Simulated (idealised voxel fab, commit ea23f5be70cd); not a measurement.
Presented below is a process module, voxel fin reveal.
Section shown: cut. Width: 245 nm. Cell size: 5 nm, square.
A cross-section is written here as square cells arranged in a grid, and it is given in bands from the top down, each band taking up one or more rows of cells.
Within each band entry, the heights of the top and of the bottom of the band appear first, in that order and in nm; the materials of the band then follow from left to right, each with its corresponding width in nm. The designation "edge to edge" on a single material indicates that it fills the band from edge to edge; the designation "empty" indicates empty space.
Basically, 0 is our baseline, since under it the wafer straight out of the box is all one material. The bottom band has no lower end and keeps on going down, so it looks like "0 -> down".
Note: "30 to 40" means the width goes from the first number (top row of the band) to the second number (bottom row) in equal steps per row of cells.
When a step is marked "no alteration", none of the cells in the cross-section changed during that step.
The entry "Closed internal cavities" lists the empty spaces that cover at least 8 cells and have no open path to the top. Each is written as width x height at distance, where the distance is measured from the left edge and all three values are in nm.
On a step's line, text after the settings is the simulator commenting on that step.
The optional step-line setting "overlay nm" applies to steps with a mask and quantifies how far to the right of its planned location the mask lay, a negative value indicating leftward placement.

List of planned process steps
1. op RECEIVE | material Si
2. op CONFORMAL_DEP | material SiN | thk nm 10
3. op DIRECTIONAL_DEP | material aC | thk nm 15
4. op PATTERN | tone cover | mask id FINS | material resist | width nm 15 | pitch nm 45 | thk nm 30 | overlay nm 0
5. op DIRECTIONAL_ETCH | etch materials aC | depth nm 5
6. op STRIP | etch materials resist
7. op DIRECTIONAL_ETCH | etch materials SiN | depth nm 10
8. op DIRECTIONAL_ETCH | etch materials Si | depth nm 30
9. op STRIP | etch materials aC
10. op FILL_DEP | material SiO2 | thk nm 10
11. op CMP | height nm 10
12. op SELECTIVE_ETCH | etch materials SiO2 | depth nm 20
13. op STRIP | etch materials SiN
14. op CONFORMAL_DEP | material SiO2 | thk nm 5
Wafers differ in depth nm at step 5; plan lists the first wafer's value; identical starting state.

Cut through the first of several wafers as received, post step 1
- 0 -> down = Si edge to edge
- Closed internal cavities: none

What follows is a table in which each wafer occupies a row; for the wafer as it stands at the close of the module, the row states, material by material, how many cells have been gained (+) or lost (-) since receipt, and then gives its closed voids
depth nm 5, +49 SiO2, Closed internal cavities: none
depth nm 10, +49 SiO2, Closed internal cavities: none
depth nm 15, -258 Si, +229 SiO2, Closed internal cavities: none
depth nm 20, -258 Si, +229 SiO2, Closed internal cavities: none
depth nm 25, -258 Si, +229 SiO2, Closed internal cavities: none
depth nm 30, -258 Si, +229 SiO2, Closed internal cavities: none
